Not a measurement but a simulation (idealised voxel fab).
process module | voxel released beams
cross-section cut | 290 nm wide | cells 5 nm
A cross-section is a grid of square cells, given in bands from the top down. A band is one or more rows of cells.
Each band's line starts with the height of the band's top and of its bottom, in nm. Then come its materials from left to right, each with its width in nm. One material with "throughout" fills the band from edge to edge. "air" is empty space.
Height 0 is the level under which the wafer as received is all one material. The lowest band goes on downwards, as in "0 down".
A width such as "30 to 40" changes by the same amount from each row of cells to the next, from the band's top row to its bottom row.
"no change" after a step means that no cell of the cross-section changed.
closed voids: empty space of 8 cells or more with no open way to the top, each as width x height at its distance from the left edge, in nm
after a step's settings: what the simulator itself notes on the step
overlay nm, on a step with a mask: how far to the right of its planned place the mask lay; to the left if negative
plan
1 op RECEIVE | material Si
2 op CONFORMAL_DEP | material SiN | thk nm 10
3 op DIRECTIONAL_DEP | material SiO2 | thk nm 10
4 op MASKED_ETCH | tone open | mask id ANCHOR | width nm 40 | etch materials SiO2 | depth nm 10 | overlay nm 0
5 op CONFORMAL_DEP | material TiN | thk nm 15
6 op DIRECTIONAL_DEP | material aC | thk nm 15
7 op PATTERN | tone cover | mask id BEAM | material resist | width nm 90 | thk nm 35 | overlay nm 0
8 op DIRECTIONAL_ETCH | etch materials aC | depth nm 15
9 op STRIP | etch materials resist
10 op DIRECTIONAL_ETCH | etch materials TiN | depth nm 15
11 op STRIP | etch materials aC
12 op STRIP | etch materials SiO2
varied across the wafers: width nm of step 7. The plan shows the first wafer's value. All wafers start alike
first wafer as received, after step 1
  0 down: Si throughout
  closed voids: none
each wafer at the end: cells of each material gained (+) or lost (-) since it was received, then its closed voids
width nm 90 | +116 SiN | +66 TiN | closed voids: none
width nm 95 | +116 SiN | +69 TiN | closed voids: none
width nm 100 | +116 SiN | +72 TiN | closed voids: none
width nm 105 | +116 SiN | +75 TiN | closed voids: none
width nm 110 | +116 SiN | +78 TiN | closed voids: none
width nm 115 | +116 SiN | +81 TiN | closed voids: none
